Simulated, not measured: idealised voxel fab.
process module | voxel gate over fins
cross-section cut | 300 nm wide | cells 5 nm
A cross-section is a grid of square cells, given in bands from the top down. A band is one or more rows of cells.
Each band's line starts with the height of the band's top and of its bottom, in nm. Then come its materials from left to right, each with its width in nm. One material with "throughout" fills the band from edge to edge. "air" is empty space.
Height 0 is the level under which the wafer as received is all one material. The lowest band goes on downwards, as in "0 down".
A width such as "30 to 40" changes by the same amount from each row of cells to the next, from the band's top row to its bottom row.
"no change" after a step means that no cell of the cross-section changed.
closed voids: empty space of 8 cells or more with no open way to the top, each as width x height at its distance from the left edge, in nm
after a step's settings: what the simulator itself notes on the step
overlay nm, on a step with a mask: how far to the right of its planned place the mask lay; to the left if negative
plan
1 op RECEIVE | material Si
2 op CONFORMAL_DEP | material SiN | thk nm 5
3 op MASKED_ETCH | tone cover | mask id FINS | width nm 15 | pitch nm 40 | etch materials SiN | depth nm 5 | overlay nm 0
4 op MASKED_ETCH | tone cover | mask id FINS | width nm 15 | pitch nm 40 | etch materials Si | depth nm 40 | overlay nm 0
5 op OXIDIZE | depth nm 5
6 op FILL_DEP | material SiO2 | thk nm 15
7 op CMP | height nm 5
8 op SELECTIVE_ETCH | etch materials SiO2 | depth nm 20
9 op STRIP | etch materials SiN
10 op CONFORMAL_DEP | material HfO2 | thk nm 5
11 op CONFORMAL_DEP | material TiN | thk nm 5
12 op FILL_DEP | material W | thk nm 15
13 op CMP | height nm 20
14 op CONFORMAL_DEP | material SiN | thk nm 5
varied across the wafers: width nm of step 4. The plan shows the first wafer's value. All wafers start alike
first wafer as received, after step 1
  0 down: Si throughout
  closed voids: none
first wafer at the end, after step 14
  25 to 20: SiN throughout
  20 to 10: W throughout
  10 to 5: W 95 | TiN 25 | W 15 | TiN 25 | W 15 | TiN 25 | W 100
  5 to 0: W 95 | TiN 5 | HfO2 15 | TiN 5 | W 15 | TiN 5 | HfO2 15 | TiN 5 | W 15 | TiN 5 | HfO2 15 | TiN 5 | W 100
  0 to -5: W 95 | TiN 5 | HfO2 5 | Si 5 | HfO2 5 | TiN 5 | W 15 | TiN 5 | HfO2 5 | Si 5 | HfO2 5 | TiN 5 | W 15 | TiN 5 | HfO2 5 | Si 5 | HfO2 5 | TiN 5 | W 100
  -5 to -10: TiN 100 | HfO2 5 | Si 5 | HfO2 5 | TiN 25 | HfO2 5 | Si 5 | HfO2 5 | TiN 25 | HfO2 5 | Si 5 | HfO2 5 | TiN 105
  -10 to -15: HfO2 105 | Si 5 | HfO2 35 | Si 5 | HfO2 35 | Si 5 | HfO2 110
  -15 to -45: SiO2 105 | Si 5 | SiO2 35 | Si 5 | SiO2 35 | Si 5 | SiO2 110
  -45 down: Si throughout
  closed voids: none
last wafer at the end
  25 to 20: SiN throughout
  20 to 10: W throughout
  10 to 5: W 95 | TiN 25 | W 15 | TiN 25 | W 15 | TiN 25 | W 100
  5 to 0: W 90 | TiN 10 | HfO2 15 | TiN 10 | W 5 | TiN 10 | HfO2 15 | TiN 10 | W 5 | TiN 10 | HfO2 15 | TiN 10 | W 95
  0 to -5: W 90 | TiN 5 | HfO2 10 | Si 5 | HfO2 10 | TiN 5 | W 5 | TiN 5 | HfO2 10 | Si 5 | HfO2 10 | TiN 5 | W 5 | TiN 5 | HfO2 10 | Si 5 | HfO2 10 | TiN 5 | W 95
  -5 to -10: TiN 95 | HfO2 5 | Si 15 | HfO2 5 | TiN 15 | HfO2 5 | Si 15 | HfO2 5 | TiN 15 | HfO2 5 | Si 15 | HfO2 5 | TiN 100
  -10 to -15: HfO2 100 | Si 15 | HfO2 25 | Si 15 | HfO2 25 | Si 15 | HfO2 105
  -15 to -45: SiO2 100 | Si 15 | SiO2 25 | Si 15 | SiO2 25 | Si 15 | SiO2 105
  -45 down: Si throughout
  closed voids: none
each wafer at the end: cells of each material gained (+) or lost (-) since it was received, then its closed voids
width nm 15 | +78 HfO2 | -513 Si | +60 SiN | +342 SiO2 | +78 TiN | +255 W | closed voids: none
width nm 20 | +78 HfO2 | -489 Si | +60 SiN | +324 SiO2 | +78 TiN | +249 W | closed voids: none
width nm 25 | +78 HfO2 | -465 Si | +60 SiN | +306 SiO2 | +78 TiN | +243 W | closed voids: none
